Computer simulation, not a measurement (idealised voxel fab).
process module | voxel capacitor over wiring
cross-section cut | 210 nm wide | cells 5 nm
A cross-section is a grid of square cells, given in bands from the top down. A band is one or more rows of cells.
Each band's line starts with the height of the band's top and of its bottom, in nm. Then come its materials from left to right, each with its width in nm. One material with "throughout" fills the band from edge to edge. "air" is empty space.
Height 0 is the level under which the wafer as received is all one material. The lowest band goes on downwards, as in "0 down".
A width such as "30 to 40" changes by the same amount from each row of cells to the next, from the band's top row to its bottom row.
"no change" after a step means that no cell of the cross-section changed.
closed voids: empty space of 8 cells or more with no open way to the top, each as width x height at its distance from the left edge, in nm
after a step's settings: what the simulator itself notes on the step
overlay nm, on a step with a mask: how far to the right of its planned place the mask lay; to the left if negative
plan
1 op RECEIVE | material Si
2 op CONFORMAL_DEP | material SiO2 | thk nm 15
3 op CONFORMAL_DEP | material SiCN | thk nm 5
4 op DIRECTIONAL_DEP | material SiO2 | thk nm 25
5 op MASKED_ETCH | tone open | mask id METAL_1 | width nm 25 | pitch nm 75 | etch materials SiO2 | depth nm 25 | overlay nm 0
6 op MASKED_ETCH | tone open | mask id METAL_1 | width nm 25 | pitch nm 75 | etch materials SiCN | depth nm 5 | overlay nm 0
7 op CONFORMAL_DEP | material TiN | thk nm 5
8 op FILL_DEP | material W | thk nm 10
9 op CMP | height nm 45
10 op EPI | material Ru | thk nm 5
11 op FILL_DEP | material SiCN | thk nm 5
12 op DIRECTIONAL_DEP | material SiO2 | thk nm 10
13 op MASKED_ETCH | tone open | mask id PLUG_1 | width nm 15 | etch materials SiO2 | depth nm 10 | overlay nm 0
14 op MASKED_ETCH | tone open | mask id PLUG_1 | width nm 15 | etch materials SiCN | depth nm 5 | overlay nm 0
15 op CONFORMAL_DEP | material TiN | thk nm 5
16 op FILL_DEP | material W | thk nm 5
17 op CMP | height nm 65
18 op DIRECTIONAL_DEP | material TiN | thk nm 10
19 op DIRECTIONAL_DEP | material Al2O3 | thk nm 5
20 op DIRECTIONAL_DEP | material TiN | thk nm 10
21 op PATTERN | tone cover | mask id UPPER_PLATE | material resist | width nm 55 | thk nm 20 | overlay nm 0
22 op DIRECTIONAL_ETCH | etch materials TiN | depth nm 10
23 op DIRECTIONAL_ETCH | etch materials Al2O3 | depth nm 5
24 op STRIP | etch materials resist
25 op PATTERN | tone cover | mask id LOWER_PLATE | material resist | width nm 65 | thk nm 15 | overlay nm 0
26 op DIRECTIONAL_ETCH | etch materials TiN | depth nm 10
27 op STRIP | etch materials resist
28 op FILL_DEP | material SiO2 | thk nm 20
29 op CMP | height nm 105
30 op PATTERN | tone open | mask id PLUG_2 | material resist | width nm 15 | thk nm 20 | overlay nm 0
31 op DIRECTIONAL_ETCH | etch materials SiO2 | depth nm 15
32 op STRIP | etch materials resist
33 op CONFORMAL_DEP | material TiN | thk nm 5
34 op FILL_DEP | material Ru | thk nm 5
35 op CMP | height nm 105
36 op CONFORMAL_DEP | material SiCN | thk nm 5
as received, after step 1
  0 down: Si throughout
  closed voids: none
first wafer at the end, as planned
  110 to 105: SiCN throughout
  105 to 95: SiO2 75 | TiN 5 | Ru 5 | TiN 5 | SiO2 120
  95 to 90: SiO2 75 | TiN 15 | SiO2 120
  90 to 80: SiO2 65 | TiN 55 | SiO2 90
  80 to 75: SiO2 65 | Al2O3 55 | SiO2 90
  75 to 65: SiO2 60 | TiN 65 | SiO2 85
  65 to 55: SiO2 65 | TiN 5 | W 5 | TiN 5 | SiO2 130
  55 to 50: SiCN 65 | TiN 15 | SiCN 130
  50 to 45: SiCN 50 | Ru 35 | SiCN 40 | Ru 35 | SiCN 50
  45 to 20: SiO2 55 | TiN 5 | W 15 | TiN 5 | SiO2 50 | TiN 5 | W 15 | TiN 5 | SiO2 55
  20 to 15: SiCN 55 | TiN 25 | SiCN 50 | TiN 25 | SiCN 55
  15 to 0: SiO2 throughout
  0 down: Si throughout
  closed voids: none
second wafer at the end: like start, like plan, one mistake
  110 to 105: SiCN throughout
  105 to 95: SiO2 75 | TiN 5 | Ru 5 | TiN 5 | SiO2 120
  95 to 90: SiO2 75 | TiN 15 | SiO2 120
  90 to 80: SiO2 65 | TiN 55 | SiO2 90
  80 to 75: SiO2 65 | Al2O3 55 | SiO2 90
  75 to 65: SiO2 60 | TiN 65 | SiO2 85
  65 to 60: W 60 | TiN 5 | SiO2 15 | TiN 5 | W 125
  60 to 55: TiN 65 | SiO2 15 | TiN 130
  55 to 50: SiCN throughout
  50 to 45: SiCN 50 | Ru 35 | SiCN 40 | Ru 35 | SiCN 50
  45 to 20: SiO2 55 | TiN 5 | W 15 | TiN 5 | SiO2 50 | TiN 5 | W 15 | TiN 5 | SiO2 55
  20 to 15: SiCN 55 | TiN 25 | SiCN 50 | TiN 25 | SiCN 55
  15 to 0: SiO2 throughout
  0 down: Si throughout
  closed voids: none
what went wrong: step 13 ran as: op MASKED_ETCH | tone cover | mask id PLUG_1 | width nm 15 | etch materials SiO2 | depth nm 10 | overlay nm 0
at the end the second wafer has, in cells: 3 more of SiCN | 72 fewer of SiO2 | 34 more of TiN | 35 more of W
